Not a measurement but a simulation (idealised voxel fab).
process module | voxel fin reveal
cross-section cut | 290 nm wide | cells 5 nm
A cross-section is a grid of square cells, given in bands from the top down. A band is one or more rows of cells.
Each band's line starts with the height of the band's top and of its bottom, in nm. Then come its materials from left to right, each with its width in nm. One material with "throughout" fills the band from edge to edge. "air" is empty space.
Height 0 is the level under which the wafer as received is all one material. The lowest band goes on downwards, as in "0 down".
A width such as "30 to 40" changes by the same amount from each row of cells to the next, from the band's top row to its bottom row.
"no change" after a step means that no cell of the cross-section changed.
closed voids: empty space of 8 cells or more with no open way to the top, each as width x height at its distance from the left edge, in nm
after a step's settings: what the simulator itself notes on the step
overlay nm, on a step with a mask: how far to the right of its planned place the mask lay; to the left if negative
Each pair below shows a cross-section before one step and the cross-section after it, down to the lowest band that changed. The line under each pair gives the step between them, with its settings. The pairs can come from different runs of this module on the same starting wafer, so a pair continues from the pair above only where its "before" says so.
before
  0 down: Si throughout
  closed voids: none
after
  5 to 0: SiN throughout
  below 0: unchanged
  closed voids: none
the step between: op CONFORMAL_DEP | material SiN | thk nm 5
before: the cross-section after the pair above
after
  15 to 5: aC throughout
  below 5: unchanged
  closed voids: none
the step between: op DIRECTIONAL_DEP | material aC | thk nm 10
before: the cross-section after the pair above
after
  45 to 15: air 120 | resist 15 | air 20 | resist 15 | air 120
  below 15: unchanged
  closed voids: none
the step between: op PATTERN | tone cover | mask id FINS | material resist | width nm 15 | pitch nm 35 | thk nm 30 | overlay nm 0
before: the cross-section after the pair above
after
  35 to 15: air 120 | resist 15 | air 20 | resist 15 | air 120
  15 to 5: air 120 | aC 15 | air 20 | aC 15 | air 120
  below 5: unchanged
  closed voids: none
the step between: op DIRECTIONAL_ETCH | etch materials aC | depth nm 10
before: the cross-section after the pair above
after
  15 to 5: air 120 | aC 15 | air 20 | aC 15 | air 120
  below 5: unchanged
  closed voids: none
the step between: op STRIP | etch materials resist
before: the cross-section after the pair above
after
  15 to 5: air 120 | aC 15 | air 20 | aC 15 | air 120
  5 to 0: air 120 | SiN 15 | air 20 | SiN 15 | air 120
  below 0: unchanged
  closed voids: none
the step between: op DIRECTIONAL_ETCH | etch materials SiN | depth nm 5
before: the cross-section after the pair above
after
  15 to 5: air 120 | aC 15 | air 20 | aC 15 | air 120
  5 to 0: air 120 | SiN 15 | air 20 | SiN 15 | air 120
  0 to -30: air 120 | Si 15 | air 20 | Si 15 | air 120
  below -30: unchanged
  closed voids: none
the step between: op DIRECTIONAL_ETCH | etch materials Si | depth nm 30
before: the cross-section after the pair above
after
  5 to 0: air 120 | SiN 15 | air 20 | SiN 15 | air 120
  below 0: unchanged
  closed voids: none
the step between: op STRIP | etch materials aC
before: the cross-section after the pair above
after
  5 to 0: air 120 | SiN 15 | air 20 | SiN 15 | air 120
  0 to -30: air 120 | SiO2 5 | Si 5 | SiO2 5 | air 20 | SiO2 5 | Si 5 | SiO2 5 | air 120
  -30 to -35: SiO2 125 | Si 5 | SiO2 30 | Si 5 | SiO2 125
  below -35: unchanged
  closed voids: none
the step between: op OXIDIZE | depth nm 5
before: the cross-section after the pair above
after
  20 to 5: SiO2 throughout
  5 to 0: SiO2 120 | SiN 15 | SiO2 20 | SiN 15 | SiO2 120
  0 to -35: SiO2 125 | Si 5 | SiO2 30 | Si 5 | SiO2 125
  below -35: unchanged
  closed voids: none
the step between: op FILL_DEP | material SiO2 | thk nm 15
before: the cross-section after the pair above
after
  5 to 0: SiO2 120 | SiN 15 | SiO2 20 | SiN 15 | SiO2 120
  below 0: unchanged
  closed voids: none
the step between: op CMP | height nm 5
before: the cross-section after the pair above
after
  5 to 0: air 120 | SiN 15 | air 20 | SiN 15 | air 120
  0 to -15: air 125 | Si 5 | air 30 | Si 5 | air 125
  below -15: unchanged
  closed voids: none
the step between: op SELECTIVE_ETCH | etch materials SiO2 | depth nm 20
before: the cross-section after the pair above
after
  0 to -15: air 125 | Si 5 | air 30 | Si 5 | air 125
  below -15: unchanged
  closed voids: none
the step between: op STRIP | etch materials SiN
before: the cross-section after the pair above
after
  5 to 0: air 120 | HfO2 15 | air 20 | HfO2 15 | air 120
  0 to -10: air 120 | HfO2 5 | Si 5 | HfO2 5 | air 20 | HfO2 5 | Si 5 | HfO2 5 | air 120
  -10 to -15: HfO2 125 | Si 5 | HfO2 30 | Si 5 | HfO2 125
  below -15: unchanged
  closed voids: none
the step between: op CONFORMAL_DEP | material HfO2 | thk nm 5
before
  5 to 0: air 120 | SiN 15 | air 20 | SiN 15 | air 120
  0 to -15: air 125 | Si 5 | air 30 | Si 5 | air 125
  -15 to -35: SiO2 125 | Si 5 | SiO2 30 | Si 5 | SiO2 125
  -35 down: Si throughout
  closed voids: none
after
  5 to 0: air 120 | SiN 15 | air 20 | SiN 15 | air 120
  0 to -35: air 125 | Si 5 | air 30 | Si 5 | air 125
  below -35: unchanged
  closed voids: none
the step between: op SELECTIVE_ETCH | etch materials SiO2 | depth nm 20
before: the cross-section after the pair above
after
  0 to -35: air 125 | Si 5 | air 30 | Si 5 | air 125
  below -35: unchanged
  closed voids: none
the step between: op STRIP | etch materials SiN
before: the cross-section after the pair above
after
  5 to 0: air 120 | HfO2 15 | air 20 | HfO2 15 | air 120
  0 to -30: air 120 | HfO2 5 | Si 5 | HfO2 5 | air 20 | HfO2 5 | Si 5 | HfO2 5 | air 120
  -30 to -35: HfO2 125 | Si 5 | HfO2 30 | Si 5 | HfO2 125
  below -35: unchanged
  closed voids: none
the step between: op CONFORMAL_DEP | material HfO2 | thk nm 5
before
  5 to 0: SiO2 120 | SiN 15 | SiO2 20 | SiN 15 | SiO2 120
  0 to -35: SiO2 125 | Si 5 | SiO2 30 | Si 5 | SiO2 125
  -35 down: Si throughout
  closed voids: none
after
  5 to 0: SiO2 120 | air 15 | SiO2 20 | air 15 | SiO2 120
  below 0: unchanged
  closed voids: none
the step between: op STRIP | etch materials SiN
before: the cross-section after the pair above
after
  0 to -15: air 125 | Si 5 | air 30 | Si 5 | air 125
  -15 to -20: SiO2 100 | air 25 | Si 5 | air 30 | Si 5 | air 25 | SiO2 100
  below -20: unchanged
  closed voids: none
the step between: op SELECTIVE_ETCH | etch materials SiO2 | depth nm 20
before: the cross-section after the pair above
after
  5 to 0: air 120 | HfO2 15 | air 20 | HfO2 15 | air 120
  0 to -10: air 120 | HfO2 5 | Si 5 | HfO2 5 | air 20 | HfO2 5 | Si 5 | HfO2 5 | air 120
  -10 to -15: HfO2 105 | air 15 | HfO2 5 | Si 5 | HfO2 5 | air 20 | HfO2 5 | Si 5 | HfO2 5 | air 15 | HfO2 105
  -15 to -20: SiO2 100 | HfO2 25 | Si 5 | HfO2 30 | Si 5 | HfO2 25 | SiO2 100
  below -20: unchanged
  closed voids: none
the step between: op CONFORMAL_DEP | material HfO2 | thk nm 5
before
  15 to 5: air 120 | aC 15 | air 20 | aC 15 | air 120
  5 to 0: air 120 | SiN 15 | air 20 | SiN 15 | air 120
  0 down: Si throughout
  closed voids: none
after
  15 to 5: air 120 | aC 15 | air 20 | aC 15 | air 120
  5 to 0: air 120 | SiN 15 | air 20 | SiN 15 | air 120
  0 to -35: air 120 | Si 15 | air 20 | Si 15 | air 120
  below -35: unchanged
  closed voids: none
the step between: op DIRECTIONAL_ETCH | etch materials Si | depth nm 35
before: the cross-section after the pair above
after
  5 to 0: air 120 | SiN 15 | air 20 | SiN 15 | air 120
  below 0: unchanged
  closed voids: none
the step between: op STRIP | etch materials aC
before: the cross-section after the pair above
after
  5 to 0: air 120 | SiN 15 | air 20 | SiN 15 | air 120
  0 to -35: air 120 | SiO2 5 | Si 5 | SiO2 5 | air 20 | SiO2 5 | Si 5 | SiO2 5 | air 120
  -35 to -40: SiO2 125 | Si 5 | SiO2 30 | Si 5 | SiO2 125
  below -40: unchanged
  closed voids: none
the step between: op OXIDIZE | depth nm 5
before: the cross-section after the pair above
after
  20 to 5: SiO2 throughout
  5 to 0: SiO2 120 | SiN 15 | SiO2 20 | SiN 15 | SiO2 120
  0 to -40: SiO2 125 | Si 5 | SiO2 30 | Si 5 | SiO2 125
  below -40: unchanged
  closed voids: none
the step between: op FILL_DEP | material SiO2 | thk nm 15
before: the cross-section after the pair above
after
  5 to 0: SiO2 120 | SiN 15 | SiO2 20 | SiN 15 | SiO2 120
  below 0: unchanged
  closed voids: none
the step between: op CMP | height nm 5
before: the cross-section after the pair above
after
  5 to 0: air 120 | SiN 15 | air 20 | SiN 15 | air 120
  0 to -15: air 125 | Si 5 | air 30 | Si 5 | air 125
  below -15: unchanged
  closed voids: none
the step between: op SELECTIVE_ETCH | etch materials SiO2 | depth nm 20
before: the cross-section after the pair above
after
  0 to -15: air 125 | Si 5 | air 30 | Si 5 | air 125
  below -15: unchanged
  closed voids: none
the step between: op STRIP | etch materials SiN
before: the cross-section after the pair above
after
  5 to 0: air 120 | HfO2 15 | air 20 | HfO2 15 | air 120
  0 to -10: air 120 | HfO2 5 | Si 5 | HfO2 5 | air 20 | HfO2 5 | Si 5 | HfO2 5 | air 120
  -10 to -15: HfO2 125 | Si 5 | HfO2 30 | Si 5 | HfO2 125
  below -15: unchanged
  closed voids: none
the step between: op CONFORMAL_DEP | material HfO2 | thk nm 5
before
  15 to 5: aC throughout
  5 to 0: SiN throughout
  0 down: Si throughout
  closed voids: none
after
  45 to 15: air 120 | resist 20 | air 15 | resist 20 | air 115
  below 15: unchanged
  closed voids: none
the step between: op PATTERN | tone cover | mask id FINS | material resist | width nm 20 | pitch nm 35 | thk nm 30 | overlay nm 0
before: the cross-section after the pair above
after
  35 to 15: air 120 | resist 20 | air 15 | resist 20 | air 115
  15 to 5: air 120 | aC 20 | air 15 | aC 20 | air 115
  below 5: unchanged
  closed voids: none
the step between: op DIRECTIONAL_ETCH | etch materials aC | depth nm 10
before: the cross-section after the pair above
after
  15 to 5: air 120 | aC 20 | air 15 | aC 20 | air 115
  below 5: unchanged
  closed voids: none
the step between: op STRIP | etch materials resist
before: the cross-section after the pair above
after
  15 to 5: air 120 | aC 20 | air 15 | aC 20 | air 115
  5 to 0: air 120 | SiN 20 | air 15 | SiN 20 | air 115
  below 0: unchanged
  closed voids: none
the step between: op DIRECTIONAL_ETCH | etch materials SiN | depth nm 5
before: the cross-section after the pair above
after
  15 to 5: air 120 | aC 20 | air 15 | aC 20 | air 115
  5 to 0: air 120 | SiN 20 | air 15 | SiN 20 | air 115
  0 to -30: air 120 | Si 20 | air 15 | Si 20 | air 115
  below -30: unchanged
  closed voids: none
the step between: op DIRECTIONAL_ETCH | etch materials Si | depth nm 30
before: the cross-section after the pair above
after
  5 to 0: air 120 | SiN 20 | air 15 | SiN 20 | air 115
  below 0: unchanged
  closed voids: none
the step between: op STRIP | etch materials aC
before: the cross-section after the pair above
after
  5 to 0: air 120 | SiN 20 | air 15 | SiN 20 | air 115
  0 to -30: air 120 | SiO2 5 | Si 10 | SiO2 5 | air 15 | SiO2 5 | Si 10 | SiO2 5 | air 115
  -30 to -35: SiO2 125 | Si 10 | SiO2 25 | Si 10 | SiO2 120
  below -35: unchanged
  closed voids: none
the step between: op OXIDIZE | depth nm 5
before: the cross-section after the pair above
after
  20 to 5: SiO2 throughout
  5 to 0: SiO2 120 | SiN 20 | SiO2 15 | SiN 20 | SiO2 115
  0 to -35: SiO2 125 | Si 10 | SiO2 25 | Si 10 | SiO2 120
  below -35: unchanged
  closed voids: none
the step between: op FILL_DEP | material SiO2 | thk nm 15
before: the cross-section after the pair above
after
  5 to 0: SiO2 120 | SiN 20 | SiO2 15 | SiN 20 | SiO2 115
  below 0: unchanged
  closed voids: none
the step between: op CMP | height nm 5
before: the cross-section after the pair above
after
  5 to 0: air 120 | SiN 20 | air 15 | SiN 20 | air 115
  0 to -15: air 125 | Si 10 | air 25 | Si 10 | air 120
  below -15: unchanged
  closed voids: none
the step between: op SELECTIVE_ETCH | etch materials SiO2 | depth nm 20
before: the cross-section after the pair above
after
  0 to -15: air 125 | Si 10 | air 25 | Si 10 | air 120
  below -15: unchanged
  closed voids: none
the step between: op STRIP | etch materials SiN
before: the cross-section after the pair above
after
  5 to 0: air 120 | HfO2 20 | air 15 | HfO2 20 | air 115
  0 to -10: air 120 | HfO2 5 | Si 10 | HfO2 5 | air 15 | HfO2 5 | Si 10 | HfO2 5 | air 115
  -10 to -15: HfO2 125 | Si 10 | HfO2 25 | Si 10 | HfO2 120
  below -15: unchanged
  closed voids: none
the step between: op CONFORMAL_DEP | material HfO2 | thk nm 5
before
  15 to 5: aC throughout
  5 to 0: SiN throughout
  0 down: Si throughout
  closed voids: none
after
  45 to 15: air 115 | resist 15 | air 20 | resist 15 | air 125
  below 15: unchanged
  closed voids: none
the step between: op PATTERN | tone cover | mask id FINS | material resist | width nm 15 | pitch nm 35 | thk nm 30 | overlay nm -5
before: the cross-section after the pair above
after
  35 to 15: air 115 | resist 15 | air 20 | resist 15 | air 125
  15 to 5: air 115 | aC 15 | air 20 | aC 15 | air 125
  below 5: unchanged
  closed voids: none
the step between: op DIRECTIONAL_ETCH | etch materials aC | depth nm 10
before: the cross-section after the pair above
after
  15 to 5: air 115 | aC 15 | air 20 | aC 15 | air 125
  below 5: unchanged
  closed voids: none
the step between: op STRIP | etch materials resist
before: the cross-section after the pair above
after
  15 to 5: air 115 | aC 15 | air 20 | aC 15 | air 125
  5 to 0: air 115 | SiN 15 | air 20 | SiN 15 | air 125
  below 0: unchanged
  closed voids: none
the step between: op DIRECTIONAL_ETCH | etch materials SiN | depth nm 5
before: the cross-section after the pair above
after
  15 to 5: air 115 | aC 15 | air 20 | aC 15 | air 125
  5 to 0: air 115 | SiN 15 | air 20 | SiN 15 | air 125
  0 to -30: air 115 | Si 15 | air 20 | Si 15 | air 125
  below -30: unchanged
  closed voids: none
the step between: op DIRECTIONAL_ETCH | etch materials Si | depth nm 30
before: the cross-section after the pair above
after
  5 to 0: air 115 | SiN 15 | air 20 | SiN 15 | air 125
  below 0: unchanged
  closed voids: none
the step between: op STRIP | etch materials aC
before: the cross-section after the pair above
after
  5 to 0: air 115 | SiN 15 | air 20 | SiN 15 | air 125
  0 to -30: air 115 | SiO2 5 | Si 5 | SiO2 5 | air 20 | SiO2 5 | Si 5 | SiO2 5 | air 125
  -30 to -35: SiO2 120 | Si 5 | SiO2 30 | Si 5 | SiO2 130
  below -35: unchanged
  closed voids: none
the step between: op OXIDIZE | depth nm 5
before: the cross-section after the pair above
after
  20 to 5: SiO2 throughout
  5 to 0: SiO2 115 | SiN 15 | SiO2 20 | SiN 15 | SiO2 125
  0 to -35: SiO2 120 | Si 5 | SiO2 30 | Si 5 | SiO2 130
  below -35: unchanged
  closed voids: none
the step between: op FILL_DEP | material SiO2 | thk nm 15
before: the cross-section after the pair above
after
  5 to 0: SiO2 115 | SiN 15 | SiO2 20 | SiN 15 | SiO2 125
  below 0: unchanged
  closed voids: none
the step between: op CMP | height nm 5
before: the cross-section after the pair above
after
  5 to 0: air 115 | SiN 15 | air 20 | SiN 15 | air 125
  0 to -15: air 120 | Si 5 | air 30 | Si 5 | air 130
  below -15: unchanged
  closed voids: none
the step between: op SELECTIVE_ETCH | etch materials SiO2 | depth nm 20
before: the cross-section after the pair above
after
  0 to -15: air 120 | Si 5 | air 30 | Si 5 | air 130
  below -15: unchanged
  closed voids: none
the step between: op STRIP | etch materials SiN
before: the cross-section after the pair above
after
  5 to 0: air 115 | HfO2 15 | air 20 | HfO2 15 | air 125
  0 to -10: air 115 | HfO2 5 | Si 5 | HfO2 5 | air 20 | HfO2 5 | Si 5 | HfO2 5 | air 125
  -10 to -15: HfO2 120 | Si 5 | HfO2 30 | Si 5 | HfO2 130
  below -15: unchanged
  closed voids: none
the step between: op CONFORMAL_DEP | material HfO2 | thk nm 5
before
  0 to -15: air 125 | Si 5 | air 30 | Si 5 | air 125
  -15 to -35: SiO2 125 | Si 5 | SiO2 30 | Si 5 | SiO2 125
  -35 down: Si throughout
  closed voids: none
after
  5 to 0: air 120 | aC 15 | air 20 | aC 15 | air 120
  0 to -10: air 120 | aC 5 | Si 5 | aC 5 | air 20 | aC 5 | Si 5 | aC 5 | air 120
  -10 to -15: aC 125 | Si 5 | aC 30 | Si 5 | aC 125
  below -15: unchanged
  closed voids: none
the step between: op CONFORMAL_DEP | material aC | thk nm 5
before
  15 to 5: aC throughout
  5 to 0: SiN throughout
  0 down: Si throughout
  closed voids: none
after
  45 to 15: resist 120 | air 15 | resist 20 | air 15 | resist 120
  below 15: unchanged
  closed voids: none
the step between: op PATTERN | tone open | mask id FINS | material resist | width nm 15 | pitch nm 35 | thk nm 30 | overlay nm 0
before: the cross-section after the pair above
after
  35 to 15: resist 120 | air 15 | resist 20 | air 15 | resist 120
  15 to 5: aC 120 | air 15 | aC 20 | air 15 | aC 120
  below 5: unchanged
  closed voids: none
the step between: op DIRECTIONAL_ETCH | etch materials aC | depth nm 10
before: the cross-section after the pair above
after
  15 to 5: aC 120 | air 15 | aC 20 | air 15 | aC 120
  below 5: unchanged
  closed voids: none
the step between: op STRIP | etch materials resist
before: the cross-section after the pair above
after
  15 to 5: aC 120 | air 15 | aC 20 | air 15 | aC 120
  5 to 0: SiN 120 | air 15 | SiN 20 | air 15 | SiN 120
  below 0: unchanged
  closed voids: none
the step between: op DIRECTIONAL_ETCH | etch materials SiN | depth nm 5
before: the cross-section after the pair above
after
  15 to 5: aC 120 | air 15 | aC 20 | air 15 | aC 120
  5 to 0: SiN 120 | air 15 | SiN 20 | air 15 | SiN 120
  0 to -30: Si 120 | air 15 | Si 20 | air 15 | Si 120
  below -30: unchanged
  closed voids: none
the step between: op DIRECTIONAL_ETCH | etch materials Si | depth nm 30
before: the cross-section after the pair above
after
  5 to 0: SiN 120 | air 15 | SiN 20 | air 15 | SiN 120
  below 0: unchanged
  closed voids: none
the step between: op STRIP | etch materials aC
before: the cross-section after the pair above
after
  5 to 0: SiN 120 | air 15 | SiN 20 | air 15 | SiN 120
  0 to -30: Si 115 | SiO2 5 | air 15 | SiO2 5 | Si 10 | SiO2 5 | air 15 | SiO2 5 | Si 115
  -30 to -35: Si 115 | SiO2 25 | Si 10 | SiO2 25 | Si 115
  below -35: unchanged
  closed voids: none
the step between: op OXIDIZE | depth nm 5
before: the cross-section after the pair above
after
  20 to 5: SiO2 throughout
  5 to 0: SiN 120 | SiO2 15 | SiN 20 | SiO2 15 | SiN 120
  0 to -35: Si 115 | SiO2 25 | Si 10 | SiO2 25 | Si 115
  below -35: unchanged
  closed voids: none
the step between: op FILL_DEP | material SiO2 | thk nm 15
before: the cross-section after the pair above
after
  5 to 0: SiN 120 | SiO2 15 | SiN 20 | SiO2 15 | SiN 120
  below 0: unchanged
  closed voids: none
the step between: op CMP | height nm 5
before: the cross-section after the pair above
after
  5 to 0: SiN 120 | air 15 | SiN 20 | air 15 | SiN 120
  0 to -15: Si 115 | air 25 | Si 10 | air 25 | Si 115
  below -15: unchanged
  closed voids: none
the step between: op SELECTIVE_ETCH | etch materials SiO2 | depth nm 20
before: the cross-section after the pair above
after
  0 to -15: Si 115 | air 25 | Si 10 | air 25 | Si 115
  below -15: unchanged
  closed voids: none
the step between: op STRIP | etch materials SiN
before: the cross-section after the pair above
after
  5 to 0: HfO2 120 | air 15 | HfO2 20 | air 15 | HfO2 120
  0 to -10: Si 115 | HfO2 5 | air 15 | HfO2 5 | Si 10 | HfO2 5 | air 15 | HfO2 5 | Si 115
  -10 to -15: Si 115 | HfO2 25 | Si 10 | HfO2 25 | Si 115
  below -15: unchanged
  closed voids: none
the step between: op CONFORMAL_DEP | material HfO2 | thk nm 5
